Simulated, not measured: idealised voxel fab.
Name of the process module below: voxel transistor to metal
Square cell edge 5 nm, section width 260 nm, ID cut.
Cross-sections here: square-cell grids, written as top-down lists of bands, a band being one or more rows of cells. Within each band entry, the heights of the top and of the bottom of the band appear first, in that order and in nm; the materials of the band then follow from left to right, each with its corresponding width in nm. The designation "edge to edge" on a single material indicates that it fills the band from edge to edge; the designation "air" indicates empty space. We count height from 0. Below that, the starting wafer is all one material. The lowest band never ends at the bottom but goes on down; see "top 0, no bottom" for how that is written. Note: "30->40" means the width goes from the first number (top row of the band) to the second number (bottom row) in equal steps per row of cells. No cell of the cross-section changed in a step that is given as "no alteration". If an empty space has no open way to the top and is at least 8 cells in size, "Enclosed void inventory" lists it, written width x height at distance, where distance is measured from the left edge and every value is in nm. Post-settings text on a step line: simulator's own remark regarding the step. "overlay nm" on a masked step: distance the mask lay right of its planned place, negative for left.
**Process steps (planned)**
1) RECEIVE: material Si
2) CONFORMAL_DEP: material SiO2, thk nm 5
3) CONFORMAL_DEP: material SiN, thk nm 10
4) DIRECTIONAL_DEP: material aC, thk nm 10
5) PATTERN: tone cover, mask id ACTIVE, material resist, width nm 100, pitch nm 130, thk nm 30, overlay nm 0
6) DIRECTIONAL_ETCH: etch materials aC, depth nm 10
7) STRIP: etch materials resist
8) DIRECTIONAL_ETCH: etch materials SiN, depth nm 10
9) DIRECTIONAL_ETCH: etch materials SiO2, depth nm 5
10) DIRECTIONAL_ETCH: etch materials Si, depth nm 25
11) STRIP: etch materials aC
12) OXIDIZE: depth nm 5
13) FILL_DEP: material SiO2, thk nm 5
14) CMP: height nm 15
15) SELECTIVE_ETCH: etch materials SiO2, depth nm 10
16) STRIP: etch materials SiN
17) SELECTIVE_ETCH: etch materials SiO2, depth nm 5
18) OXIDIZE: depth nm 5
19) DIRECTIONAL_DEP: material polySi, thk nm 30
20) DIRECTIONAL_DEP: material SiCN, thk nm 15
21) PATTERN: tone cover, mask id GATE, material resist, width nm 20, pitch nm 130, thk nm 15, overlay nm 0
22) DIRECTIONAL_ETCH: etch materials SiCN, depth nm 25
23) DIRECTIONAL_ETCH: etch materials polySi, depth nm 40
24) STRIP: etch materials resist
25) CONFORMAL_DEP: material SiO2, thk nm 5
26) DIRECTIONAL_ETCH: etch materials SiO2, depth nm 5
27) CONFORMAL_DEP: material SiN, thk nm 10
28) DIRECTIONAL_ETCH: etch materials SiN, depth nm 10
29) DIRECTIONAL_ETCH: etch materials SiO2, depth nm 5
30) DIRECTIONAL_ETCH: etch materials Si, depth nm 15
31) EPI: material pSi, thk nm 20
32) FILL_DEP: material SiO2, thk nm 10
33) CMP: height nm 45
34) DIRECTIONAL_DEP: material SiO2, thk nm 10
35) PATTERN: tone open, mask id CONTACT, material resist, width nm 15, pitch nm 65, thk nm 15, overlay nm 0
36) DIRECTIONAL_ETCH: etch materials SiO2, depth nm 40
37) STRIP: etch materials resist
38) CONFORMAL_DEP: material TiN, thk nm 5
39) FILL_DEP: material Ru, thk nm 5
40) CMP: height nm 55
41) CONFORMAL_DEP: material SiCN, thk nm 5
42) DIRECTIONAL_DEP: material lowk, thk nm 15
43) DIRECTIONAL_DEP: material aC, thk nm 15
44) PATTERN: tone open, mask id METAL_1, material resist, width nm 15, pitch nm 65, thk nm 30, overlay nm 0
45) DIRECTIONAL_ETCH: etch materials aC, depth nm 15
46) STRIP: etch materials resist
47) DIRECTIONAL_ETCH: etch materials lowk, depth nm 15
48) DIRECTIONAL_ETCH: etch materials SiCN, depth nm 5
49) STRIP: etch materials aC
50) CONFORMAL_DEP: material TiN, thk nm 5
51) FILL_DEP: material W, thk nm 10
52) CMP: height nm 75
53) EPI: material Ru, thk nm 5
54) FILL_DEP: material SiCN, thk nm 5
**As-received wafer cross-section (after step 1)**
  top 0, no bottom: Si edge to edge
  Enclosed void inventory: none
**Final wafer profile in cross-section after the module, from the same start and plan as above, with one mistake made during processing**
  top 85, bottom 80: SiCN edge to edge
  top 80, bottom 75: 20 of SiCN  25 of Ru  40 of SiCN  25 of Ru  40 of SiCN  25 of Ru  40 of SiCN  25 of Ru  20 of SiCN
  top 75, bottom 60: 25 of lowk  5 of TiN  5 of W  5 of TiN  50 of lowk  5 of TiN  5 of W  5 of TiN  50 of lowk  5 of TiN  5 of W  5 of TiN  50 of lowk  5 of TiN  5 of W  5 of TiN  25 of lowk
  top 60, bottom 55: 25 of SiCN  15 of TiN  50 of SiCN  15 of TiN  50 of SiCN  15 of TiN  50 of SiCN  15 of TiN  25 of SiCN
  top 55, bottom 35: 25 of SiO2  5 of TiN  5 of Ru  5 of TiN  50 of SiO2  5 of TiN  5 of Ru  5 of TiN  50 of SiO2  5 of TiN  5 of Ru  5 of TiN  50 of SiO2  5 of TiN  5 of Ru  5 of TiN  25 of SiO2
  top 35, bottom 30: 25 of SiO2  5 of TiN  5 of Ru  5 of TiN  10 of SiN  5 of SiO2  20 of SiCN  5 of SiO2  10 of SiN  5 of TiN  5 of Ru  5 of TiN  50 of SiO2  5 of TiN  5 of Ru  5 of TiN  10 of SiN  5 of SiO2  20 of SiCN  5 of SiO2  10 of SiN  5 of TiN  5 of Ru  5 of TiN  25 of SiO2
  top 30, bottom 20: 25 of SiO2  5 of TiN  5 of Ru  5 of TiN  10 of SiN  5 of SiO2  20 of polySi  5 of SiO2  10 of SiN  5 of TiN  5 of Ru  5 of TiN  50 of SiO2  5 of TiN  5 of Ru  5 of TiN  10 of SiN  5 of SiO2  20 of polySi  5 of SiO2  10 of SiN  5 of TiN  5 of Ru  5 of TiN  25 of SiO2
  top 20, bottom 15: 25 of SiO2  15 of TiN  10 of SiN  5 of SiO2  20 of polySi  5 of SiO2  10 of SiN  15 of TiN  50 of SiO2  15 of TiN  10 of SiN  5 of SiO2  20 of polySi  5 of SiO2  10 of SiN  15 of TiN  25 of SiO2
  top 15, bottom 0: 20 of SiO2  20 of pSi  10 of SiN  5 of SiO2  20 of polySi  5 of SiO2  10 of SiN  20 of pSi  40 of SiO2  20 of pSi  10 of SiN  5 of SiO2  20 of polySi  5 of SiO2  10 of SiN  20 of pSi  20 of SiO2
  top 0, bottom -5: 15 of SiO2  25 of pSi  50 of SiO2  25 of pSi  30 of SiO2  25 of pSi  50 of SiO2  25 of pSi  15 of SiO2
  top -5, bottom -20: 20 of SiO2  20 of pSi  50 of Si  20 of pSi  40 of SiO2  20 of pSi  50 of Si  20 of pSi  20 of SiO2
  top -20, bottom -30: 20 of SiO2  90 of Si  40 of SiO2  90 of Si  20 of SiO2
  top -30, no bottom: Si edge to edge
  Enclosed void inventory: none
Nonconformance to the process plan: step 20 did not happen as planned, as run it was DIRECTIONAL_DEP: material SiCN, thk nm 5
